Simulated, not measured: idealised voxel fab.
The following is a process module called voxel air gaps.
Section cut is 180 nm wide and gridded with 5 nm square cells.
Think of the cross-section as a grid of square cells. We describe it in bands, top to bottom, and each band covers one or more rows of those cells. Per band: top height and bottom height in nm, followed by the left-to-right materials and their widths in nm; "full width" marks a single material spanning edge to edge, "blank" marks empty space. Basically, 0 is our baseline, since under it the wafer straight out of the box is all one material. The bottom band has no lower end and keeps on going down, so it looks like "0 down". The notation "30 to 40" denotes a width that varies across the rows of cells in the band, beginning at the first number in the top row, finishing at the second number in the bottom row, and changing by an identical amount from each row to the next. For the purposes of this document, the phrase "identical to before" attached to a step denotes that no cell within the cross-section was modified by that step. The entry "Closed voids list" lists the empty spaces that cover at least 8 cells and have no open path to the top. Each is written as width x height at distance, where the distance is measured from the left edge and all three values are in nm. Where a step's line continues beyond its settings, the continuation is a remark by the simulator itself on that step. overlay nm: mask right of planned place by this much (step with mask). Neg. = left.
Planned step list for the process:
1) RECEIVE, material Si
2) CONFORMAL_DEP, material SiO2, thk nm 15
3) CONFORMAL_DEP, material SiN, thk nm 5
4) DIRECTIONAL_DEP, material SiO2, thk nm 40
5) PATTERN, tone open, mask id LINES, material resist, width nm 15, pitch nm 45, thk nm 20, overlay nm 0
6) DIRECTIONAL_ETCH, etch materials SiO2, depth nm 40
7) STRIP, etch materials resist
8) CONFORMAL_DEP, material TiN, thk nm 5
9) FILL_DEP, material W, thk nm 5
10) CMP, height nm 60
11) EPI, material Ru, thk nm 10
12) SELECTIVE_ETCH, etch materials SiO2, depth nm 50
13) CONFORMAL_DEP, material SiCN, thk nm 5
This is the cross-section of the wafer as we received it, i.e. after step 1:
	0 down  Si full width
	Closed voids list: none
Module complete - cross-section of the first of two wafers, run according to plan:
	75 to 70  20 nm blank, then 135 nm SiCN, then 25 nm blank
	70 to 60  20 nm blank, then 5 nm SiCN, then 35 nm Ru, then 10 nm SiCN, then 35 nm Ru, then 10 nm SiCN, then 35 nm Ru, then 5 nm SiCN, then 25 nm blank
	60 to 55  20 nm blank, then 15 nm SiCN, then 5 nm TiN, then 5 nm W, then 5 nm TiN, then 30 nm SiCN, then 5 nm TiN, then 5 nm W, then 5 nm TiN, then 30 nm SiCN, then 5 nm TiN, then 5 nm W, then 5 nm TiN, then 15 nm SiCN, then 25 nm blank
	55 to 25  30 nm blank, then 5 nm SiCN, then 5 nm TiN, then 5 nm W, then 5 nm TiN, then 5 nm SiCN, then 20 nm blank, then 5 nm SiCN, then 5 nm TiN, then 5 nm W, then 5 nm TiN, then 5 nm SiCN, then 20 nm blank, then 5 nm SiCN, then 5 nm TiN, then 5 nm W, then 5 nm TiN, then 5 nm SiCN, then 35 nm blank
	25 to 20  35 nm SiCN, then 15 nm TiN, then 30 nm SiCN, then 15 nm TiN, then 30 nm SiCN, then 15 nm TiN, then 40 nm SiCN
	20 to 15  SiN full width
	15 to 0  SiO2 full width
	0 down  Si full width
	Closed voids list: 20 x 30 at 55; 20 x 30 at 100
Now the second wafer, cross-sectioned at the end of the module. Nothing different at the start, nothing different in the plan compared with the first, just one mistake when it was actually run:
	75 to 70  SiCN full width
	70 to 60  Ru full width
	60 to 25  30 nm W, then 5 nm TiN, then 15 nm SiO2, then 5 nm TiN, then 20 nm W, then 5 nm TiN, then 15 nm SiO2, then 5 nm TiN, then 20 nm W, then 5 nm TiN, then 15 nm SiO2, then 5 nm TiN, then 35 nm W
	25 to 20  35 nm TiN, then 15 nm SiO2, then 30 nm TiN, then 15 nm SiO2, then 30 nm TiN, then 15 nm SiO2, then 40 nm TiN
	20 to 15  SiN full width
	15 to 0  SiO2 full width
	0 down  Si full width
	Closed voids list: none
Error vs. plan: in deviation from the planned setting, step 5 was conducted as PATTERN, tone cover, mask id LINES, material resist, width nm 15, pitch nm 45, thk nm 20, overlay nm 0
End of process, cell counts, second wafer against first, materials with more or fewer: Ru +30, SiCN -84, SiO2 +72, TiN +18, W +126
Ultimately, the number of closed voids is 2 in the first wafer and 0 in the second wafer.
